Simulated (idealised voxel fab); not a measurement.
The name of this process module is voxel ribs on slabs.
The cross-section on display is named cut; it measures 255 nm wide, and its cells are 5 nm squares.
Just so we're on the same page, the cross-sections are grids of square cells, and they're listed out in bands top to bottom, each band one or more rows deep. Each band's line starts with the height of the band's top and of its bottom, in nm. Then come its materials from left to right, each with its width in nm. One material with "full width" fills the band from edge to edge. "empty" is empty space. Height 0 is the level under which the wafer as received is all one material. The lowest band goes on downwards, as in "0 down". Note: "30 to 40" means the width goes from the first number (top row of the band) to the second number (bottom row) in equal steps per row of cells. Any step labelled "nothing altered" changed none of the cells in the cross-section. "Cavities, closed" means: voids of 8 cells or more that are shut off from the top with no open way through. Written width x height at distance, distance from the left edge, in nm. What comes after the settings on a step's line is commentary from the simulator itself on that step. "overlay nm", when on a step's line for a step with a mask, measures how far to the right of its planned place the mask lay; a negative measure means to the left.

**Below is the list of planned process steps**
1: RECEIVE,material Si
2: DIRECTIONAL_DEP,material SiO2,thk nm 30
3: DIRECTIONAL_DEP,material polySi,thk nm 15
4: MASKED_ETCH,tone cover,mask id RIB,width nm 20,etch materials polySi,depth nm 10,overlay nm 0
5: DIRECTIONAL_DEP,material aC,thk nm 10
6: PATTERN,tone cover,mask id SLAB,material resist,width nm 80,thk nm 25,overlay nm 0
7: DIRECTIONAL_ETCH,etch materials aC,depth nm 10
8: STRIP,etch materials resist
9: DIRECTIONAL_ETCH,etch materials polySi,depth nm 5
10: STRIP,etch materials aC
11: FILL_DEP,material SiO2,thk nm 20
12: CMP,height nm 60
13: DIRECTIONAL_DEP,material W,thk nm 10
14: DIRECTIONAL_DEP,material aC,thk nm 15
15: PATTERN,tone cover,mask id HEATER,material resist,width nm 30,thk nm 30,overlay nm 0
16: DIRECTIONAL_ETCH,etch materials aC,depth nm 15
17: STRIP,etch materials resist
18: DIRECTIONAL_ETCH,etch materials W,depth nm 10
19: STRIP,etch materials aC
20: CONFORMAL_DEP,material SiO2,thk nm 10

**Cross-section, incoming material, after step 1**
* 0 down = Si full width
* Cavities, closed: none

**Wafer cross-section at end of module: start and plan as shown above, one execution error**
* 80 to 70 = SiO2 120 nm, then empty 10 nm, then SiO2 125 nm
* 70 to 60 = W 110 nm, then SiO2 30 nm, then W 115 nm
* 60 to 45 = SiO2 full width
* 45 to 35 = SiO2 115 nm, then polySi 20 nm, then SiO2 120 nm
* 35 to 30 = SiO2 85 nm, then polySi 80 nm, then SiO2 90 nm
* 30 to 0 = SiO2 full width
* 0 down = Si full width
* Cavities, closed: none
Heads up, the wafer didn't run the way we planned it: step 15 deviated from plan and actually ran as PATTERN,tone open,mask id HEATER,material resist,width nm 30,thk nm 30,overlay nm 0
